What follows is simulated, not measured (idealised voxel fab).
Herein follows the process module entitled voxel self aligned vias.
Square cell edge 5 nm, section width 225 nm, ID cut.
How to read a cross-section here: the picture is a grid of square cells, written as bands going from the top down, and any band can span one or more rows of cells. Basically the band line says how high the top is and how high the bottom is, in nm, and then what's in it from left to right, every material with its width in nm. Empty space shows up as "air", and if a single material carries "edge to edge" it runs the full band edge to edge. We count height from 0. Below that, the starting wafer is all one material. The lowest band never ends at the bottom but goes on down; see "0 down" for how that is written. Per-row width for "30 to 40": begins at first number (top row of band), ends at second number (bottom row), increment between rows held constant. "same as before" after a step means that no cell of the cross-section changed. Any empty space of 8 cells or more lacking an open way to the top shows up in "Trapped voids" as width x height at distance, distance from the left edge, in nm. The remark found on a step's line after its settings is issued by the simulator itself and pertains to that step. Steps that use a mask can have "overlay nm" on their line. It says how far the mask sat to the right of where it was meant to be. Negative means to the left.

The steps planned for the process are as follows
1. RECEIVE: material Si
2. CONFORMAL_DEP: material SiO2, thk nm 15
3. CONFORMAL_DEP: material SiCN, thk nm 5
4. DIRECTIONAL_DEP: material SiO2, thk nm 25
5. DIRECTIONAL_DEP: material aC, thk nm 10
6. PATTERN: tone open, mask id LINES, material resist, width nm 30, pitch nm 55, thk nm 25, overlay nm 0
7. DIRECTIONAL_ETCH: etch materials aC, depth nm 10
8. STRIP: etch materials resist
9. DIRECTIONAL_ETCH: etch materials SiO2, depth nm 25
10. STRIP: etch materials aC
11. CONFORMAL_DEP: material TiN, thk nm 5
12. FILL_DEP: material Ru, thk nm 10
13. CMP: height nm 45
14. SELECTIVE_ETCH: etch materials W Ru TiN, depth nm 10
15. FILL_DEP: material SiN, thk nm 10
16. CMP: height nm 45
17. DIRECTIONAL_DEP: material SiO2, thk nm 15
18. DIRECTIONAL_DEP: material aC, thk nm 15
19. PATTERN: tone open, mask id VIAS, material resist, width nm 40, thk nm 35, overlay nm 0
20. DIRECTIONAL_ETCH: etch materials aC, depth nm 15
21. STRIP: etch materials resist
22. DIRECTIONAL_ETCH: etch materials SiO2, depth nm 15
23. DIRECTIONAL_ETCH: etch materials SiN, depth nm 10
24. STRIP: etch materials aC
25. CONFORMAL_DEP: material TiN, thk nm 5
26. FILL_DEP: material Ru, thk nm 10
27. CMP: height nm 60
28. CONFORMAL_DEP: material SiN, thk nm 5

The following pertains to the first of two wafers, which was processed as planned

Cross-sectional view of the wafer in its as-received condition, corresponding to the state after step 1
> 0 down: Si edge to edge
> Trapped voids: none

Cross-section of the wafer after step 2
> 15 to 0: SiO2 edge to edge
> Lower than 0, everything is as it was.

Cross-section of the wafer after step 3
> 20 to 15: SiCN edge to edge
> Lower than 15, everything is as it was.

Cross-section of the wafer after step 4
> 45 to 20: SiO2 edge to edge
> Lower than 20, everything is as it was.

Cross-section of the wafer after step 5
> 55 to 45: aC edge to edge
> Lower than 45, everything is as it was.

Cross-section of the wafer after step 6
> 80 to 55: 70 nm resist  30 nm air  25 nm resist  30 nm air  70 nm resist
> Lower than 55, everything is as it was.

Cross-section of the wafer after step 7
> 70 to 55: 70 nm resist  30 nm air  25 nm resist  30 nm air  70 nm resist
> 55 to 45: 70 nm aC  30 nm air  25 nm aC  30 nm air  70 nm aC
> Lower than 45, everything is as it was.

Cross-section of the wafer after step 8
> 55 to 45: 70 nm aC  30 nm air  25 nm aC  30 nm air  70 nm aC
> Lower than 45, everything is as it was.

Cross-section of the wafer after step 9
> 55 to 45: 70 nm aC  30 nm air  25 nm aC  30 nm air  70 nm aC
> 45 to 20: 70 nm SiO2  30 nm air  25 nm SiO2  30 nm air  70 nm SiO2
> Lower than 20, everything is as it was.

Cross-section of the wafer after step 10
> 45 to 20: 70 nm SiO2  30 nm air  25 nm SiO2  30 nm air  70 nm SiO2
> Lower than 20, everything is as it was.

Cross-section of the wafer after step 11
> 50 to 45: 75 nm TiN  20 nm air  35 nm TiN  20 nm air  75 nm TiN
> 45 to 25: 70 nm SiO2  5 nm TiN  20 nm air  5 nm TiN  25 nm SiO2  5 nm TiN  20 nm air  5 nm TiN  70 nm SiO2
> 25 to 20: 70 nm SiO2  30 nm TiN  25 nm SiO2  30 nm TiN  70 nm SiO2
> Lower than 20, everything is as it was.

Cross-section of the wafer after step 12
> 60 to 50: Ru edge to edge
> 50 to 45: 75 nm TiN  20 nm Ru  35 nm TiN  20 nm Ru  75 nm TiN
> 45 to 25: 70 nm SiO2  5 nm TiN  20 nm Ru  5 nm TiN  25 nm SiO2  5 nm TiN  20 nm Ru  5 nm TiN  70 nm SiO2
> Lower than 25, everything is as it was.

Cross-section of the wafer after step 13
> 45 to 25: 70 nm SiO2  5 nm TiN  20 nm Ru  5 nm TiN  25 nm SiO2  5 nm TiN  20 nm Ru  5 nm TiN  70 nm SiO2
> Lower than 25, everything is as it was.

Cross-section of the wafer after step 14
> 45 to 35: 70 nm SiO2  30 nm air  25 nm SiO2  30 nm air  70 nm SiO2
> Lower than 35, everything is as it was.

Cross-section of the wafer after step 15
> 55 to 45: SiN edge to edge
> 45 to 35: 70 nm SiO2  30 nm SiN  25 nm SiO2  30 nm SiN  70 nm SiO2
> Lower than 35, everything is as it was.

Cross-section of the wafer after step 16
> 45 to 35: 70 nm SiO2  30 nm SiN  25 nm SiO2  30 nm SiN  70 nm SiO2
> Lower than 35, everything is as it was.

Cross-section of the wafer after step 17
> 60 to 45: SiO2 edge to edge
> Lower than 45, everything is as it was.

Cross-section of the wafer after step 18
> 75 to 60: aC edge to edge
> Lower than 60, everything is as it was.

Cross-section of the wafer after step 19
> 110 to 75: 65 nm resist  40 nm air  120 nm resist
> Lower than 75, everything is as it was.

Cross-section of the wafer after step 20
> 95 to 75: 65 nm resist  40 nm air  120 nm resist
> 75 to 60: 65 nm aC  40 nm air  120 nm aC
> Lower than 60, everything is as it was.

Cross-section of the wafer after step 21
> 75 to 60: 65 nm aC  40 nm air  120 nm aC
> Lower than 60, everything is as it was.

Cross-section of the wafer after step 22
> 75 to 60: 65 nm aC  40 nm air  120 nm aC
> 60 to 45: 65 nm SiO2  40 nm air  120 nm SiO2
> Lower than 45, everything is as it was.

Cross-section of the wafer after step 23
> 75 to 60: 65 nm aC  40 nm air  120 nm aC
> 60 to 45: 65 nm SiO2  40 nm air  120 nm SiO2
> 45 to 35: 70 nm SiO2  30 nm air  25 nm SiO2  30 nm SiN  70 nm SiO2
> Lower than 35, everything is as it was.

Cross-section of the wafer after step 24
> 60 to 45: 65 nm SiO2  40 nm air  120 nm SiO2
> Lower than 45, everything is as it was.

Cross-section of the wafer after step 25
> 65 to 60: 70 nm TiN  30 nm air  125 nm TiN
> 60 to 50: 65 nm SiO2  5 nm TiN  30 nm air  5 nm TiN  120 nm SiO2
> 50 to 45: 65 nm SiO2  10 nm TiN  20 nm air  10 nm TiN  120 nm SiO2
> 45 to 40: 70 nm SiO2  5 nm TiN  20 nm air  5 nm TiN  25 nm SiO2  30 nm SiN  70 nm SiO2
> 40 to 35: 70 nm SiO2  30 nm TiN  25 nm SiO2  30 nm SiN  70 nm SiO2
> Lower than 35, everything is as it was.

Cross-section of the wafer after step 26
> 75 to 65: Ru edge to edge
> 65 to 60: 70 nm TiN  30 nm Ru  125 nm TiN
> 60 to 50: 65 nm SiO2  5 nm TiN  30 nm Ru  5 nm TiN  120 nm SiO2
> 50 to 45: 65 nm SiO2  10 nm TiN  20 nm Ru  10 nm TiN  120 nm SiO2
> 45 to 40: 70 nm SiO2  5 nm TiN  20 nm Ru  5 nm TiN  25 nm SiO2  30 nm SiN  70 nm SiO2
> Lower than 40, everything is as it was.

Cross-section of the wafer after step 27
> 60 to 50: 65 nm SiO2  5 nm TiN  30 nm Ru  5 nm TiN  120 nm SiO2
> Lower than 50, everything is as it was.

Cross-section of the wafer after step 28
> 65 to 60: SiN edge to edge
> Lower than 60, everything is as it was.

Wafer two of two - same starting point, same process plan, one mistake in execution; matches wafer one up to and including step 5

Cross-sectional representation of the second wafer at the time designated in the plan for the completion of step 6
> 80 to 55: 70 nm air  30 nm resist  25 nm air  30 nm resist  70 nm air
> Lower than 55, everything is as it was.

Cross-sectional representation of the second wafer at the time designated in the plan for the completion of step 7
> 70 to 55: 70 nm air  30 nm resist  25 nm air  30 nm resist  70 nm air
> 55 to 45: 70 nm air  30 nm aC  25 nm air  30 nm aC  70 nm air
> Lower than 45, everything is as it was.

Cross-sectional representation of the second wafer at the time designated in the plan for the completion of step 8
> 55 to 45: 70 nm air  30 nm aC  25 nm air  30 nm aC  70 nm air
> Lower than 45, everything is as it was.

Cross-sectional representation of the second wafer at the time designated in the plan for the completion of step 9
> 55 to 45: 70 nm air  30 nm aC  25 nm air  30 nm aC  70 nm air
> 45 to 20: 70 nm air  30 nm SiO2  25 nm air  30 nm SiO2  70 nm air
> Lower than 20, everything is as it was.

Cross-sectional representation of the second wafer at the time designated in the plan for the completion of step 10
> 45 to 20: 70 nm air  30 nm SiO2  25 nm air  30 nm SiO2  70 nm air
> Lower than 20, everything is as it was.

Cross-sectional representation of the second wafer at the time designated in the plan for the completion of step 11
> 50 to 45: 65 nm air  40 nm TiN  15 nm air  40 nm TiN  65 nm air
> 45 to 25: 65 nm air  5 nm TiN  30 nm SiO2  5 nm TiN  15 nm air  5 nm TiN  30 nm SiO2  5 nm TiN  65 nm air
> 25 to 20: 70 nm TiN  30 nm SiO2  25 nm TiN  30 nm SiO2  70 nm TiN
> Lower than 20, everything is as it was.

Cross-sectional representation of the second wafer at the time designated in the plan for the completion of step 12
> 60 to 50: Ru edge to edge
> 50 to 45: 65 nm Ru  40 nm TiN  15 nm Ru  40 nm TiN  65 nm Ru
> 45 to 25: 65 nm Ru  5 nm TiN  30 nm SiO2  5 nm TiN  15 nm Ru  5 nm TiN  30 nm SiO2  5 nm TiN  65 nm Ru
> Lower than 25, everything is as it was.

Cross-sectional representation of the second wafer at the time designated in the plan for the completion of step 13
> 45 to 25: 65 nm Ru  5 nm TiN  30 nm SiO2  5 nm TiN  15 nm Ru  5 nm TiN  30 nm SiO2  5 nm TiN  65 nm Ru
> Lower than 25, everything is as it was.

Cross-sectional representation of the second wafer at the time designated in the plan for the completion of step 14
> 45 to 35: 70 nm air  30 nm SiO2  25 nm air  30 nm SiO2  70 nm air
> Lower than 35, everything is as it was.

Cross-sectional representation of the second wafer at the time designated in the plan for the completion of step 15
> 55 to 45: SiN edge to edge
> 45 to 35: 70 nm SiN  30 nm SiO2  25 nm SiN  30 nm SiO2  70 nm SiN
> Lower than 35, everything is as it was.

Cross-sectional representation of the second wafer at the time designated in the plan for the completion of step 16
> 45 to 35: 70 nm SiN  30 nm SiO2  25 nm SiN  30 nm SiO2  70 nm SiN
> Lower than 35, everything is as it was.

Cross-sectional representation of the second wafer at the time designated in the plan for the completion of step 17
> 60 to 45: SiO2 edge to edge
> Lower than 45, everything is as it was.

Cross-sectional representation of the second wafer at the time designated in the plan for the completion of step 18
> 75 to 60: aC edge to edge
> Lower than 60, everything is as it was.

Cross-sectional representation of the second wafer at the time designated in the plan for the completion of step 19
> 110 to 75: 65 nm resist  40 nm air  120 nm resist
> Lower than 75, everything is as it was.

Cross-sectional representation of the second wafer at the time designated in the plan for the completion of step 20
> 95 to 75: 65 nm resist  40 nm air  120 nm resist
> 75 to 60: 65 nm aC  40 nm air  120 nm aC
> Lower than 60, everything is as it was.

Cross-sectional representation of the second wafer at the time designated in the plan for the completion of step 21
> 75 to 60: 65 nm aC  40 nm air  120 nm aC
> Lower than 60, everything is as it was.

Cross-sectional representation of the second wafer at the time designated in the plan for the completion of step 22
> 75 to 60: 65 nm aC  40 nm air  120 nm aC
> 60 to 45: 65 nm SiO2  40 nm air  120 nm SiO2
> Lower than 45, everything is as it was.

Cross-sectional representation of the second wafer at the time designated in the plan for the completion of step 23
> 75 to 60: 65 nm aC  40 nm air  120 nm aC
> 60 to 45: 65 nm SiO2  40 nm air  120 nm SiO2
> 45 to 35: 65 nm SiN  5 nm air  30 nm SiO2  5 nm air  20 nm SiN  30 nm SiO2  70 nm SiN
> Lower than 35, everything is as it was.

Cross-sectional representation of the second wafer at the time designated in the plan for the completion of step 24
> 60 to 45: 65 nm SiO2  40 nm air  120 nm SiO2
> Lower than 45, everything is as it was.

Cross-sectional representation of the second wafer at the time designated in the plan for the completion of step 25
> 65 to 60: 70 nm TiN  30 nm air  125 nm TiN
> 60 to 50: 65 nm SiO2  5 nm TiN  30 nm air  5 nm TiN  120 nm SiO2
> 50 to 45: 65 nm SiO2  40 nm TiN  120 nm SiO2
> 45 to 35: 65 nm SiN  5 nm TiN  30 nm SiO2  5 nm TiN  20 nm SiN  30 nm SiO2  70 nm SiN
> Lower than 35, everything is as it was.

Cross-sectional representation of the second wafer at the time designated in the plan for the completion of step 26
> 75 to 65: Ru edge to edge
> 65 to 60: 70 nm TiN  30 nm Ru  125 nm TiN
> 60 to 50: 65 nm SiO2  5 nm TiN  30 nm Ru  5 nm TiN  120 nm SiO2
> Lower than 50, everything is as it was.

Cross-sectional representation of the second wafer at the time designated in the plan for the completion of step 27
> 60 to 50: 65 nm SiO2  5 nm TiN  30 nm Ru  5 nm TiN  120 nm SiO2
> Lower than 50, everything is as it was.

Cross-sectional representation of the second wafer at the time designated in the plan for the completion of step 28
> 65 to 60: SiN edge to edge
> Lower than 60, everything is as it was.
Which mistake was made when the wafer was run? rather than as planned, step 6 actually ran as PATTERN: tone cover, mask id LINES, material resist, width nm 30, pitch nm 55, thk nm 25, overlay nm 0
The second wafer ends with more or fewer cells of some materials than the first, per final count: 34 more of Ru | 50 more of SiN | 105 fewer of SiO2 | 21 more of TiN
